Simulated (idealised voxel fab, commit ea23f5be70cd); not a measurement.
Herein follows the process module entitled voxel lift off.
Displayed cross-section: cut, width of 215 nm, square cells sized 5 nm.
The cross-sections in this document take the form of a grid made of square cells. They are written out as bands, in order from top to bottom. Each band consists of one or more rows of cells.
For a band, the entry starts with two heights in nm, that of the top and then that of the bottom, and carries on with the band's materials in order from left to right, each alongside its width in nm; the word "all across" beside a single material means it fills the band edge to edge, and "blank" means empty space.
We count height from 0. Below that, the starting wafer is all one material. The lowest band never ends at the bottom but goes on down; see "0..down" for how that is written.
Quick explanation for "30..40": the width changes in equal steps down the rows of cells, from the first number in the band's top row to the second number in its bottom row.
For the purposes of this document, the phrase "nothing got changed" attached to a step denotes that no cell within the cross-section was modified by that step.
The entry titled "Closed cavities" provides the empty spaces that have no open way to the top, restricted to those of 8 cells or more. Each is presented as width x height at distance, the distance being measured from the left edge, with all three in nm.
Text after the settings on a step's line: the simulator's own remark on that step.
The optional step-line setting "overlay nm" applies to steps with a mask and quantifies how far to the right of its planned location the mask lay, a negative value indicating leftward placement.

These are the steps we planned for the process
1: RECEIVE,material Si
2: CONFORMAL_DEP,material Al2O3,thk nm 10
3: PATTERN,tone open,mask id LINES,material resist,width nm 25,pitch nm 45,thk nm 25,overlay nm 0
4: DIRECTIONAL_DEP,material Ru,thk nm 15
5: STRIP,etch materials resist
6: CONFORMAL_DEP,material SiCN,thk nm 5

Cross-section of the wafer at receipt, which is the condition after step 1
	0..down  Si all across
	Closed cavities: none

Cross-sectional image of the first of two wafers at the end of the module, the run having proceeded as planned
	30..25  20 of blank / 35 of SiCN / 10 of blank / 35 of SiCN / 10 of blank / 35 of SiCN / 10 of blank / 35 of SiCN / 25 of blank
	25..15  20 of blank / 5 of SiCN / 25 of Ru / 5 of SiCN / 10 of blank / 5 of SiCN / 25 of Ru / 5 of SiCN / 10 of blank / 5 of SiCN / 25 of Ru / 5 of SiCN / 10 of blank / 5 of SiCN / 25 of Ru / 5 of SiCN / 25 of blank
	15..10  25 of SiCN / 25 of Ru / 20 of SiCN / 25 of Ru / 20 of SiCN / 25 of Ru / 20 of SiCN / 25 of Ru / 30 of SiCN
	10..0  Al2O3 all across
	0..down  Si all across
	Closed cavities: none

End of module, second wafer, cross-section. Started like the first, planned like the first, run with one mistake
	30..25  30 of SiCN / 15 of blank / 30 of SiCN / 15 of blank / 30 of SiCN / 15 of blank / 30 of SiCN / 15 of blank / 35 of SiCN
	25..15  25 of Ru / 5 of SiCN / 15 of blank / 5 of SiCN / 20 of Ru / 5 of SiCN / 15 of blank / 5 of SiCN / 20 of Ru / 5 of SiCN / 15 of blank / 5 of SiCN / 20 of Ru / 5 of SiCN / 15 of blank / 5 of SiCN / 30 of Ru
	15..10  25 of Ru / 25 of SiCN / 20 of Ru / 25 of SiCN / 20 of Ru / 25 of SiCN / 20 of Ru / 25 of SiCN / 30 of Ru
	10..0  Al2O3 all across
	0..down  Si all across
	Closed cavities: none
Here's what went sideways: step 3 off recipe, ran as PATTERN,tone cover,mask id LINES,material resist,width nm 25,pitch nm 45,thk nm 25,overlay nm 0
End check, counted in cells, second wafer has more or fewer of these materials than the first: Ru +9
